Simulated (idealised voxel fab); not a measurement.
The name of this process module is voxel air gaps.
The width of the displayed cross-section, cut, is 210 nm; its cells are square, with a size of 5 nm.
Just so we're on the same page, the cross-sections are grids of square cells, and they're listed out in bands top to bottom, each band one or more rows deep.
Within each band entry, the heights of the top and of the bottom of the band appear first, in that order and in nm; the materials of the band then follow from left to right, each with its corresponding width in nm. The designation "throughout" on a single material indicates that it fills the band from edge to edge; the designation "blank" indicates empty space.
Height 0 is the level under which the wafer as received is all one material. The lowest band goes on downwards, as in "0 down".
Quick explanation for "30 to 40": the width changes in equal steps down the rows of cells, from the first number in the band's top row to the second number in its bottom row.
Key: "identical to before" - step with no changed cell in the cross-section.
The entry titled "Closed internal cavities" provides the empty spaces that have no open way to the top, restricted to those of 8 cells or more. Each is presented as width x height at distance, the distance being measured from the left edge, with all three in nm.
The remark found on a step's line after its settings is issued by the simulator itself and pertains to that step.
overlay nm: mask right of planned place by this much (step with mask). Neg. = left.

The process steps that were planned are listed below:
1. RECEIVE (material Si)
2. CONFORMAL_DEP (material SiO2; thk nm 10)
3. CONFORMAL_DEP (material SiN; thk nm 5)
4. DIRECTIONAL_DEP (material SiO2; thk nm 35)
5. MASKED_ETCH (tone open; mask id LINES; width nm 15; pitch nm 40; etch materials SiO2; depth nm 35; overlay nm 0)
6. CONFORMAL_DEP (material TiN; thk nm 5)
7. FILL_DEP (material Cu; thk nm 5)
8. CMP (height nm 50)
9. EPI (material Ru; thk nm 10)
10. SELECTIVE_ETCH (etch materials SiO2; depth nm 45)
11. CONFORMAL_DEP (material SiCN; thk nm 5)

Cross-section of the wafer at receipt, which is the condition after step 1:
    0 down  Si throughout
    Closed internal cavities: none

Starting structure and process plan are as shown above, but one mistake was made in running the module; the wafer cross-section at the end of the module follows:
    65 to 60  blank=40 | SiCN=125 | blank=45
    60 to 50  blank=40 | SiCN=5 | Ru=35 | SiCN=5 | Ru=35 | SiCN=5 | Ru=35 | SiCN=5 | blank=45
    50 to 45  blank=40 | SiCN=15 | TiN=5 | Cu=5 | TiN=5 | SiCN=25 | TiN=5 | Cu=5 | TiN=5 | SiCN=25 | TiN=5 | Cu=5 | TiN=5 | SiCN=15 | blank=45
    45 to 20  blank=50 | SiCN=5 | TiN=5 | Cu=5 | TiN=5 | SiCN=5 | blank=15 | SiCN=5 | TiN=5 | Cu=5 | TiN=5 | SiCN=5 | blank=15 | SiCN=5 | TiN=5 | Cu=5 | TiN=5 | SiCN=5 | blank=55
    20 to 15  SiCN=55 | TiN=15 | SiCN=25 | TiN=15 | SiCN=25 | TiN=15 | SiCN=60
    15 to 10  SiN throughout
    10 to 0  TiN throughout
    0 down  Si throughout
    Closed internal cavities: 15 x 25 at 75; 15 x 25 at 115
The mistake made against the process plan was this: step 2 off recipe, ran as CONFORMAL_DEP (material TiN; thk nm 10)
